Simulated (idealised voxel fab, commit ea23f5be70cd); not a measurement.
Process module, titled voxel wiring stack
Square cells of 5 nm make up the cross-section cut, whose width is 210 nm.
If you're reading a cross-section in this doc, picture square cells in a grid; it comes to you as bands, top ones listed first down to the bottom, and a band can be one or more rows of cells.
It is stipulated that each band's entry specify, in nanometres, the height of the top of the band and then that of its bottom, followed by the materials of the band in left-to-right sequence, each together with its width in nanometres. A single material marked by the word "full width" is understood to fill the band from edge to edge; the word "air" is understood to denote empty space.
The level at which height equals 0 is the one under which the wafer, as it arrives, is entirely one material. No lower edge exists for the bottom band, which continues downward and is notated as in "top 0, no bottom".
Graded width ("30 to 40"): value in top row of band = first number; value in bottom row = second number; row-to-row change constant.
"nothing altered" means the step left every cell of the cross-section as it was.
Empty spaces counting at least 8 cells and having no open way to the top are listed in "Enclosed empty spaces". The notation width x height at distance is used for each, the distance being from the left edge and all three values in nm.
Heads up: the bit after the settings on a step's line is the simulator's remark on that step.
On any step carrying a mask, the "overlay nm" setting, if present on the step's line, tells how far right of its planned place the mask lay; negative values point to the left.
-- Steps in the process plan
1) RECEIVE | material Si
2) CONFORMAL_DEP | material SiO2 | thk nm 10
3) CONFORMAL_DEP | material SiCN | thk nm 5
4) DIRECTIONAL_DEP | material SiO2 | thk nm 25
5) MASKED_ETCH | tone open | mask id METAL_1 | width nm 30 | pitch nm 45 | etch materials SiO2 | depth nm 25 | overlay nm 0
6) MASKED_ETCH | tone open | mask id METAL_1 | width nm 30 | pitch nm 45 | etch materials SiCN | depth nm 5 | overlay nm 0
7) CONFORMAL_DEP | material TiN | thk nm 5
8) FILL_DEP | material W | thk nm 10
9) CMP | height nm 40
10) EPI | material Ru | thk nm 5
11) FILL_DEP | material SiCN | thk nm 5
12) DIRECTIONAL_DEP | material SiO2 | thk nm 35
13) DIRECTIONAL_DEP | material aC | thk nm 15
14) PATTERN | tone open | mask id METAL_2_HOLES | material resist | width nm 15 | pitch nm 45 | thk nm 30 | overlay nm 0
15) DIRECTIONAL_ETCH | etch materials aC | depth nm 15
16) STRIP | etch materials resist
17) DIRECTIONAL_ETCH | etch materials SiO2 | depth nm 35
18) STRIP | etch materials aC
19) PATTERN | tone open | mask id METAL_2 | material resist | width nm 30 | pitch nm 45 | thk nm 20 | overlay nm 0
20) DIRECTIONAL_ETCH | etch materials SiO2 | depth nm 20
21) DIRECTIONAL_ETCH | etch materials SiCN | depth nm 5
22) STRIP | etch materials resist
23) CONFORMAL_DEP | material TiN | thk nm 5
24) FILL_DEP | material Cu | thk nm 10
25) CMP | height nm 85
26) CONFORMAL_DEP | material SiCN | thk nm 5
-- Cross-sectional view of the wafer in its as-received condition, corresponding to the state after step 1
> top 0, no bottom  Si full width
> Enclosed empty spaces: none
-- The first of the two wafers as seen in cross-section once the module was finished; processing followed the plan
> top 90, bottom 85  SiCN full width
> top 85, bottom 70  65 of SiO2 / 5 of TiN / 20 of Cu / 5 of TiN / 15 of SiO2 / 5 of TiN / 20 of Cu / 5 of TiN / 70 of SiO2
> top 70, bottom 65  65 of SiO2 / 5 of TiN / 5 of Cu / 20 of TiN / 15 of SiO2 / 5 of TiN / 5 of Cu / 20 of TiN / 70 of SiO2
> top 65, bottom 50  65 of SiO2 / 5 of TiN / 5 of Cu / 5 of TiN / 30 of SiO2 / 5 of TiN / 5 of Cu / 5 of TiN / 85 of SiO2
> top 50, bottom 45  65 of SiCN / 15 of TiN / 30 of SiCN / 15 of TiN / 85 of SiCN
> top 45, bottom 40  60 of SiCN / 40 of Ru / 5 of SiCN / 40 of Ru / 65 of SiCN
> top 40, bottom 15  65 of SiO2 / 5 of TiN / 20 of W / 5 of TiN / 15 of SiO2 / 5 of TiN / 20 of W / 5 of TiN / 70 of SiO2
> top 15, bottom 10  65 of SiCN / 30 of TiN / 15 of SiCN / 30 of TiN / 70 of SiCN
> top 10, bottom 0  SiO2 full width
> top 0, no bottom  Si full width
> Enclosed empty spaces: none
-- Wafer two cross-section, module end. Start and plan unchanged from wafer one; one mistake made during the run
> top 90, bottom 85  SiCN full width
> top 85, bottom 70  65 of SiO2 / 5 of TiN / 20 of Cu / 5 of TiN / 15 of SiO2 / 5 of TiN / 20 of Cu / 5 of TiN / 70 of SiO2
> top 70, bottom 65  65 of SiO2 / 5 of TiN / 5 of Cu / 20 of TiN / 15 of SiO2 / 5 of TiN / 5 of Cu / 20 of TiN / 70 of SiO2
> top 65, bottom 50  65 of SiO2 / 5 of TiN / 5 of Cu / 5 of TiN / 30 of SiO2 / 5 of TiN / 5 of Cu / 5 of TiN / 85 of SiO2
> top 50, bottom 45  65 of SiCN / 15 of TiN / 30 of SiCN / 15 of TiN / 85 of SiCN
> top 45, bottom 40  Ru full width
> top 40, bottom 35  W full width
> top 35, bottom 30  70 of TiN / 20 of W / 25 of TiN / 20 of W / 75 of TiN
> top 30, bottom 5  65 of SiO2 / 5 of TiN / 20 of W / 5 of TiN / 15 of SiO2 / 5 of TiN / 20 of W / 5 of TiN / 70 of SiO2
> top 5, bottom 0  65 of SiCN / 30 of TiN / 15 of SiCN / 30 of TiN / 70 of SiCN
> top 0, no bottom  Si full width
> Enclosed empty spaces: none
Run error: step 2 was left out
In the final state, the cell counts of the second wafer exceed or fall short of those of the first for the following materials: Ru: 26 more | SiCN: 26 fewer | SiO2: 84 fewer | TiN: 34 more | W: 50 more
